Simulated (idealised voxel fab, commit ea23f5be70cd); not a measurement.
You're looking at the process module voxel wiring stack.
Each square cell in cross-section cut measures 5 nm, and the section as a whole is 300 nm wide.
We lay out every cross-section as a grid of square cells and spell it out in bands from the top down, where one band means one or more rows of cells. Each band's line starts with the height of the band's top and of its bottom, in nm. Then come its materials from left to right, each with its width in nm. One material with "edge to edge" fills the band from edge to edge. "empty" is empty space. It should be noted that heights are counted from 0, beneath which the wafer as supplied is of one material throughout, and that the lowest band possesses no lower boundary but continues downward, as written in "0..down". Read "30..40" as a graded width: first number on top, second number at the bottom, same change between each pair of neighbouring rows. The designation "everything unchanged", where it is given for a processing step, indicates that no cell of the cross-section was altered in the course of that step. "Closed void inventory" specifies each empty space that is not open to the top and that occupies no fewer than 8 cells, using the form width x height at distance, the distance measured from the left edge and all three quantities in nm. Text after the settings on a step's line: the simulator's own remark on that step. overlay nm: where the mask lay relative to plan, measured to the right, on steps with a mask; negatives go left.

## Here's what the planned process steps look like
1) RECEIVE, material Si
2) CONFORMAL_DEP, material SiO2, thk nm 15
3) CONFORMAL_DEP, material SiCN, thk nm 5
4) DIRECTIONAL_DEP, material lowk, thk nm 15
5) DIRECTIONAL_DEP, material aC, thk nm 10
6) PATTERN, tone open, mask id METAL_1, material resist, width nm 25, pitch nm 40, thk nm 30, overlay nm 0
7) DIRECTIONAL_ETCH, etch materials aC, depth nm 10
8) STRIP, etch materials resist
9) DIRECTIONAL_ETCH, etch materials lowk, depth nm 15
10) DIRECTIONAL_ETCH, etch materials SiCN, depth nm 5
11) STRIP, etch materials aC
12) CONFORMAL_DEP, material TiN, thk nm 5
13) FILL_DEP, material Ru, thk nm 10
14) CMP, height nm 35
15) EPI, material Ru, thk nm 5
16) FILL_DEP, material SiCN, thk nm 5
17) DIRECTIONAL_DEP, material lowk, thk nm 15
18) DIRECTIONAL_DEP, material aC, thk nm 10
19) PATTERN, tone open, mask id PLUG_1, material resist, width nm 15, pitch nm 40, thk nm 25, overlay nm 0
20) DIRECTIONAL_ETCH, etch materials aC, depth nm 10
21) STRIP, etch materials resist
22) DIRECTIONAL_ETCH, etch materials lowk, depth nm 15
23) DIRECTIONAL_ETCH, etch materials SiCN, depth nm 5
24) STRIP, etch materials aC
25) EPI, material Ru, thk nm 10
26) EPI, material Ru, thk nm 10
27) DIRECTIONAL_DEP, material TiN, thk nm 5
28) DIRECTIONAL_DEP, material W, thk nm 20
29) PATTERN, tone cover, mask id METAL_2, material resist, width nm 25, pitch nm 40, thk nm 15, overlay nm 0
30) DIRECTIONAL_ETCH, etch materials W, depth nm 20
31) DIRECTIONAL_ETCH, etch materials TiN, depth nm 5
32) STRIP, etch materials resist
33) FILL_DEP, material SiO2, thk nm 5
34) CMP, height nm 85
35) CONFORMAL_DEP, material SiCN, thk nm 5
36) DIRECTIONAL_DEP, material SiO2, thk nm 35
37) DIRECTIONAL_DEP, material aC, thk nm 15
38) PATTERN, tone open, mask id METAL_3, material resist, width nm 25, pitch nm 40, thk nm 35, overlay nm 0
39) DIRECTIONAL_ETCH, etch materials aC, depth nm 15
40) STRIP, etch materials resist
41) DIRECTIONAL_ETCH, etch materials SiO2, depth nm 20
42) STRIP, etch materials aC
43) PATTERN, tone open, mask id METAL_3_HOLES, material resist, width nm 15, thk nm 15, overlay nm 0
44) DIRECTIONAL_ETCH, etch materials SiO2, depth nm 15
45) DIRECTIONAL_ETCH, etch materials SiCN, depth nm 5
46) STRIP, etch materials resist
47) CONFORMAL_DEP, material TiN, thk nm 5
48) FILL_DEP, material Ru, thk nm 10
49) CMP, height nm 125
50) CONFORMAL_DEP, material SiCN, thk nm 5
51) DIRECTIONAL_DEP, material lowk, thk nm 25
52) PATTERN, tone open, mask id METAL_4_HOLES, material resist, width nm 15, pitch nm 40, thk nm 20, overlay nm 0
53) DIRECTIONAL_ETCH, etch materials lowk, depth nm 25
54) STRIP, etch materials resist
55) PATTERN, tone open, mask id METAL_4, material resist, width nm 25, pitch nm 40, thk nm 20, overlay nm 0
56) DIRECTIONAL_ETCH, etch materials lowk, depth nm 15
57) DIRECTIONAL_ETCH, etch materials SiCN, depth nm 5
58) STRIP, etch materials resist
59) CONFORMAL_DEP, material TiN, thk nm 5
60) FILL_DEP, material Cu, thk nm 5
61) CMP, height nm 155
62) CONFORMAL_DEP, material SiCN, thk nm 5

## Wafer as received: cross-section following step 1
    0..down: Si edge to edge
    Closed void inventory: none

## Cross-sectional view of the first of the two wafers upon completion of the module, processed in accordance with the plan
    160..155: SiCN edge to edge
    155..145: 115 of lowk, then 5 of TiN, then 15 of Cu, then 5 of TiN, then 15 of lowk, then 5 of TiN, then 15 of Cu, then 5 of TiN, then 120 of lowk
    145..140: 115 of lowk, then 5 of TiN, then 5 of Cu, then 15 of TiN, then 15 of lowk, then 5 of TiN, then 5 of Cu, then 15 of TiN, then 120 of lowk
    140..130: 115 of lowk, then 5 of TiN, then 5 of Cu, then 5 of TiN, then 25 of lowk, then 5 of TiN, then 5 of Cu, then 5 of TiN, then 130 of lowk
    130..125: 115 of SiCN, then 15 of TiN, then 25 of SiCN, then 15 of TiN, then 130 of SiCN
    125..110: 115 of SiO2, then 5 of TiN, then 15 of Ru, then 5 of TiN, then 15 of SiO2, then 5 of TiN, then 15 of Ru, then 5 of TiN, then 120 of SiO2
    110..105: 115 of SiO2, then 5 of TiN, then 5 of Ru, then 15 of TiN, then 15 of SiO2, then 25 of TiN, then 120 of SiO2
    105..90: 115 of SiO2, then 5 of TiN, then 5 of Ru, then 5 of TiN, then 170 of SiO2
    90..85: 115 of SiCN, then 15 of TiN, then 170 of SiCN
    85..65: 115 of SiO2, then 25 of W, then 15 of SiO2, then 25 of W, then 120 of SiO2
    65..60: 115 of SiO2, then 25 of TiN, then 15 of SiO2, then 25 of TiN, then 120 of SiO2
    60..45: 115 of lowk, then 15 of Ru, then 25 of lowk, then 15 of Ru, then 130 of lowk
    45..35: 115..110 of SiCN, then 15..35 of Ru, then 25..5 of SiCN, then 15..35 of Ru, then 130..115 of SiCN
    35..20: 115 of lowk, then 5 of TiN, then 15 of Ru, then 5 of TiN, then 15 of lowk, then 5 of TiN, then 15 of Ru, then 5 of TiN, then 120 of lowk
    20..15: 115 of SiCN, then 25 of TiN, then 15 of SiCN, then 25 of TiN, then 120 of SiCN
    15..0: SiO2 edge to edge
    0..down: Si edge to edge
    Closed void inventory: none

## Cross-sectional image of the second wafer of the two following completion of the module. Starting state and process plan were the same as for the first wafer; one execution error occurred
    160..155: SiCN edge to edge
    155..145: 115 of lowk, then 5 of TiN, then 15 of Cu, then 5 of TiN, then 15 of lowk, then 5 of TiN, then 15 of Cu, then 5 of TiN, then 120 of lowk
    145..140: 115 of lowk, then 5 of TiN, then 5 of Cu, then 15 of TiN, then 15 of lowk, then 5 of TiN, then 5 of Cu, then 15 of TiN, then 120 of lowk
    140..130: 115 of lowk, then 5 of TiN, then 5 of Cu, then 5 of TiN, then 25 of lowk, then 5 of TiN, then 5 of Cu, then 5 of TiN, then 130 of lowk
    130..125: 115 of SiCN, then 15 of TiN, then 25 of SiCN, then 15 of TiN, then 130 of SiCN
    125..115: 115 of SiO2, then 5 of TiN, then 10 of Ru, then 5 of TiN, then 25 of SiO2, then 5 of TiN, then 5 of Ru, then 5 of TiN, then 125 of SiO2
    115..110: 115 of SiO2, then 10 of TiN, then 5 of Ru, then 5 of TiN, then 25 of SiO2, then 5 of TiN, then 5 of Ru, then 5 of TiN, then 125 of SiO2
    110..105: 120 of SiO2, then 15 of TiN, then 25 of SiO2, then 15 of TiN, then 125 of SiO2
    105..90: 120 of SiO2, then 10 of TiN, then 170 of SiO2
    90..85: 120 of SiCN, then 10 of TiN, then 170 of SiCN
    85..65: 115 of SiO2, then 25 of W, then 15 of SiO2, then 25 of W, then 120 of SiO2
    65..60: 115 of SiO2, then 25 of TiN, then 15 of SiO2, then 25 of TiN, then 120 of SiO2
    60..45: 115 of lowk, then 15 of Ru, then 25 of lowk, then 15 of Ru, then 130 of lowk
    45..35: 115..110 of SiCN, then 15..35 of Ru, then 25..5 of SiCN, then 15..35 of Ru, then 130..115 of SiCN
    35..20: 115 of lowk, then 5 of TiN, then 15 of Ru, then 5 of TiN, then 15 of lowk, then 5 of TiN, then 15 of Ru, then 5 of TiN, then 120 of lowk
    20..15: 115 of SiCN, then 25 of TiN, then 15 of SiCN, then 25 of TiN, then 120 of SiCN
    15..0: SiO2 edge to edge
    0..down: Si edge to edge
    Closed void inventory: none
Against the plan, the run slipped here: in deviation from the planned setting, step 38 was conducted as PATTERN, tone open, mask id METAL_3, material resist, width nm 15, pitch nm 40, thk nm 35, overlay nm 0
End check, counted in cells, second wafer has more or fewer of these materials than the first: -14 Ru | +1 SiCN | +16 SiO2 | -3 TiN
